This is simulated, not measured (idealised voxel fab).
A process module follows: voxel capacitor over wiring.
The cross-section on display is named cut; it measures 155 nm wide, and its cells are 5 nm squares.
We lay out every cross-section as a grid of square cells and spell it out in bands from the top down, where one band means one or more rows of cells. A band entry consists of two parts. The first gives the height of the band's top and the height of its bottom, in nm. The rest lists the band's materials from left to right, each with its width in nm. A single material labelled with the word "all across" fills the band from edge to edge, and the word "blank" marks empty space. Basically, 0 is our baseline, since under it the wafer straight out of the box is all one material. The bottom band has no lower end and keeps on going down, so it looks like "0 -> down". A width given as "30..40" starts at the first number in the band's top row and ends at the second number in its bottom row, shifting by an equal amount at every step from row to row. "all unchanged", as given for a step, is the statement that not any cell of the cross-section underwent a change during that step. "Closed internal cavities" means: voids of 8 cells or more that are shut off from the top with no open way through. Written width x height at distance, distance from the left edge, in nm. Text after the settings on a step's line: the simulator's own remark on that step. overlay nm, on a step with a mask: how far to the right of its planned place the mask lay; to the left if negative.

## Set out below are the planned steps of the process
1,RECEIVE,material Si
2,CONFORMAL_DEP,material SiO2,thk nm 15
3,DIRECTIONAL_DEP,material TiN,thk nm 5
4,DIRECTIONAL_DEP,material Ru,thk nm 15
5,MASKED_ETCH,tone cover,mask id METAL_1,width nm 25,pitch nm 85,etch materials Ru,depth nm 15,overlay nm 0
6,MASKED_ETCH,tone cover,mask id METAL_1,width nm 25,pitch nm 85,etch materials TiN,depth nm 5,overlay nm 0
7,CONFORMAL_DEP,material SiN,thk nm 5
8,FILL_DEP,material SiO2,thk nm 5
9,CMP,height nm 35
10,CONFORMAL_DEP,material SiCN,thk nm 5
11,DIRECTIONAL_DEP,material lowk,thk nm 20
12,MASKED_ETCH,tone open,mask id PLUG_1,width nm 15,etch materials lowk,depth nm 20,overlay nm 0
13,MASKED_ETCH,tone open,mask id PLUG_1,width nm 15,etch materials SiCN,depth nm 5,overlay nm 0
14,EPI,material Ru,thk nm 10
15,EPI,material Ru,thk nm 10
16,EPI,material Ru,thk nm 5
17,DIRECTIONAL_DEP,material TiN,thk nm 5
18,DIRECTIONAL_DEP,material SiN,thk nm 5
19,DIRECTIONAL_DEP,material TiN,thk nm 5
20,MASKED_ETCH,tone cover,mask id UPPER_PLATE,width nm 65,etch materials TiN,depth nm 5,overlay nm 0
21,MASKED_ETCH,tone cover,mask id UPPER_PLATE,width nm 65,etch materials SiN,depth nm 5,overlay nm 0
22,PATTERN,tone cover,mask id LOWER_PLATE,material resist,width nm 75,thk nm 20,overlay nm 0
23,DIRECTIONAL_ETCH,etch materials TiN,depth nm 5
24,STRIP,etch materials resist
25,FILL_DEP,material SiO2,thk nm 20
26,CMP,height nm 90
27,PATTERN,tone open,mask id PLUG_2,material resist,width nm 15,thk nm 20,overlay nm 0
28,DIRECTIONAL_ETCH,etch materials SiO2,depth nm 15
29,STRIP,etch materials resist
30,CONFORMAL_DEP,material TiN,thk nm 5
31,FILL_DEP,material W,thk nm 10
32,CMP,height nm 90
33,CONFORMAL_DEP,material SiN,thk nm 5

## Incoming wafer, cross-sectional view, post step 1
0 -> down: Si all across
Closed internal cavities: none

## First wafer of two, sectioned at end of module; run went per plan
95 -> 90: SiN all across
90 -> 80: SiO2: 40 / TiN: 5 / W: 5 / TiN: 5 / SiO2: 100
80 -> 70: SiO2: 40..30 / TiN: 15..65 / SiO2: 100..60
70 -> 65: SiO2: 30 / SiN: 65 / SiO2: 60
65 -> 60: SiO2: 25 / TiN: 75 / SiO2: 55
60 -> 40: lowk: 30 / Ru: 15 / lowk: 110
40 -> 35: SiCN: 30 / Ru: 15 / SiCN: 110
35 -> 20: SiO2: 15 / SiN: 5 / Ru: 25 / SiN: 5 / SiO2: 50 / SiN: 5 / Ru: 25 / SiN: 5 / SiO2: 20
20 -> 15: SiN: 20 / TiN: 25 / SiN: 60 / TiN: 25 / SiN: 25
15 -> 0: SiO2 all across
0 -> down: Si all across
Closed internal cavities: none

## Cross-section, wafer two of two, end of module: same start and plan as wafer one, one error in execution
95 -> 90: SiN all across
90 -> 80: SiO2: 40 / TiN: 5 / W: 5 / TiN: 5 / SiO2: 100
80 -> 70: SiO2: 40..30 / TiN: 15..65 / SiO2: 100..60
70 -> 65: SiO2: 30 / SiN: 65 / SiO2: 60
65 -> 60: SiO2: 25 / TiN: 75 / SiO2: 55
60 -> 40: lowk: 30 / Ru: 15 / lowk: 110
40 -> 35: SiCN: 30 / Ru: 15 / SiCN: 110
35 -> 25: SiO2: 15 / SiN: 5 / Ru: 25 / SiN: 5 / SiO2: 50 / SiN: 5 / Ru: 25 / SiN: 5 / SiO2: 20
25 -> 20: SiN: 20 / Ru: 25 / SiN: 60 / Ru: 25 / SiN: 25
20 -> 15: SiN all across
15 -> 0: SiO2 all across
0 -> down: Si all across
Closed internal cavities: none
Which mistake was made when the wafer was run? step 3 deviated from plan and actually ran as DIRECTIONAL_DEP,material SiN,thk nm 5
At the finish, the second wafer shows more or fewer cells for some materials than the first does: SiN +27; SiO2 -17; TiN -10
